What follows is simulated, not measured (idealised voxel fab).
You're looking at the process module voxel ribs on slabs.
FYI the section here is cut, 290 nm wide, cells are 5 nm squares.
Cross-section spec: square-cell grid; bands listed top down; each band is one or more rows. Quick guide to a band line: top height, bottom height (nm) up front; then every material left to right with its width in nm. Only one material and it's marked "throughout"? Then it fills the band edge to edge. And "blank" just means empty space. Basically, 0 is our baseline, since under it the wafer straight out of the box is all one material. The bottom band has no lower end and keeps on going down, so it looks like "top 0, no bottom". Read "30->40" as a graded width: first number on top, second number at the bottom, same change between each pair of neighbouring rows. A step reported as "nothing was modified" is a step in which no cell of the cross-section changed. Closed-off voids of 8+ cells (no open route to the top) go in "Enclosed cavity list", written width x height at distance from the left edge, in nm. Past the settings on a step's line: simulator remark, on that step. Steps that use a mask can have "overlay nm" on their line. It says how far the mask sat to the right of where it was meant to be. Negative means to the left.

-- Process steps (planned)
step 1: RECEIVE: material Si
step 2: DIRECTIONAL_DEP: material SiO2, thk nm 25
step 3: DIRECTIONAL_DEP: material SiN, thk nm 20
step 4: DIRECTIONAL_DEP: material aC, thk nm 10
step 5: PATTERN: tone cover, mask id RIB, material resist, width nm 20, thk nm 30, overlay nm 0
step 6: DIRECTIONAL_ETCH: etch materials aC, depth nm 10
step 7: STRIP: etch materials resist
step 8: DIRECTIONAL_ETCH: etch materials SiN, depth nm 5
step 9: STRIP: etch materials aC
step 10: PATTERN: tone cover, mask id SLAB, material resist, width nm 90, thk nm 15, overlay nm 0
step 11: DIRECTIONAL_ETCH: etch materials SiN, depth nm 15
step 12: STRIP: etch materials resist
step 13: FILL_DEP: material SiO2, thk nm 20
step 14: CMP: height nm 60
step 15: DIRECTIONAL_DEP: material TiN, thk nm 10
step 16: DIRECTIONAL_DEP: material aC, thk nm 10
step 17: PATTERN: tone cover, mask id HEATER, material resist, width nm 40, thk nm 25, overlay nm 0
step 18: DIRECTIONAL_ETCH: etch materials aC, depth nm 10
step 19: STRIP: etch materials resist
step 20: DIRECTIONAL_ETCH: etch materials TiN, depth nm 10
step 21: STRIP: etch materials aC
step 22: CONFORMAL_DEP: material SiN, thk nm 5
Variable across wafers: step 5 width nm (plan value is that of the first wafer; starting state common to all).

-- After step 1, as received: first of several wafers, cross-section
- top 0, no bottom | Si throughout
- Enclosed cavity list: none

-- Row per wafer, end-of-module: cell gain (+)/loss (-) by material since the wafer came in, then closed voids
width nm 20 | +120 SiN | +638 SiO2 | +16 TiN | Enclosed cavity list: none
width nm 25 | +121 SiN | +637 SiO2 | +16 TiN | Enclosed cavity list: none
width nm 30 | +122 SiN | +636 SiO2 | +16 TiN | Enclosed cavity list: none
width nm 35 | +123 SiN | +635 SiO2 | +16 TiN | Enclosed cavity list: none
width nm 40 | +124 SiN | +634 SiO2 | +16 TiN | Enclosed cavity list: none
width nm 45 | +125 SiN | +633 SiO2 | +16 TiN | Enclosed cavity list: none
